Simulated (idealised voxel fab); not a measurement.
process module | voxel self aligned contacts
cross-section cut | 210 nm wide | cells 5 nm
A cross-section is a grid of square cells, given in bands from the top down. A band is one or more rows of cells.
Each band's line starts with the height of the band's top and of its bottom, in nm. Then come its materials from left to right, each with its width in nm. One material with "throughout" fills the band from edge to edge. "air" is empty space.
Height 0 is the level under which the wafer as received is all one material. The lowest band goes on downwards, as in "0 down".
A width such as "30 to 40" changes by the same amount from each row of cells to the next, from the band's top row to its bottom row.
"no change" after a step means that no cell of the cross-section changed.
closed voids: empty space of 8 cells or more with no open way to the top, each as width x height at its distance from the left edge, in nm
after a step's settings: what the simulator itself notes on the step
overlay nm, on a step with a mask: how far to the right of its planned place the mask lay; to the left if negative
plan
1 op RECEIVE | material Si
2 op CONFORMAL_DEP | material SiO2 | thk nm 5
3 op DIRECTIONAL_DEP | material polySi | thk nm 20
4 op DIRECTIONAL_DEP | material SiN | thk nm 25
5 op PATTERN | tone cover | mask id GATE | material resist | width nm 25 | pitch nm 65 | thk nm 20 | overlay nm 0
6 op DIRECTIONAL_ETCH | etch materials SiN | depth nm 25
7 op DIRECTIONAL_ETCH | etch materials polySi | depth nm 20
8 op STRIP | etch materials resist
9 op CONFORMAL_DEP | material SiN | thk nm 10
10 op DIRECTIONAL_ETCH | etch materials SiN | depth nm 10
11 op FILL_DEP | material SiO2 | thk nm 15
12 op CMP | height nm 60
13 op PATTERN | tone open | mask id CONTACT | material resist | width nm 50 | thk nm 20 | overlay nm 0
14 op DIRECTIONAL_ETCH | etch materials SiO2 | depth nm 60
15 op STRIP | etch materials resist
16 op CONFORMAL_DEP | material TiN | thk nm 5
17 op FILL_DEP | material W | thk nm 10
18 op CMP | height nm 60
19 op CONFORMAL_DEP | material SiCN | thk nm 5
as received, after step 1
  0 down: Si throughout
  closed voids: none
first wafer at the end, as planned
  65 to 60: SiCN throughout
  60 to 50: SiO2 80 | TiN 5 to 20 | W 40 to 10 | TiN 5 to 20 | SiO2 80
  50 to 25: SiO2 50 | SiN 45 | TiN 5 | W 10 | TiN 5 | SiN 45 | SiO2 50
  25 to 5: SiO2 50 | SiN 10 | polySi 25 | SiN 10 | TiN 5 | W 10 | TiN 5 | SiN 10 | polySi 25 | SiN 10 | SiO2 50
  5 to 0: SiO2 95 | TiN 20 | SiO2 95
  0 down: Si throughout
  closed voids: none
second wafer at the end: like start, like plan, one mistake
  65 to 60: SiCN throughout
  60 to 50: SiO2 80 | TiN 5 to 20 | W 40 to 10 | TiN 5 to 20 | SiO2 80
  50 to 25: SiO2 50 | SiN 45 | TiN 5 | W 10 | TiN 5 | SiN 45 | SiO2 50
  25 to 20: SiO2 95 | TiN 20 | SiO2 95
  20 to 0: polySi throughout
  0 down: Si throughout
  closed voids: none
what went wrong: steps 2 and 3 were swapped
at the end the second wafer has, in cells: 32 fewer of SiN | 80 fewer of SiO2 | 8 fewer of TiN | 8 fewer of W | 128 more of polySi
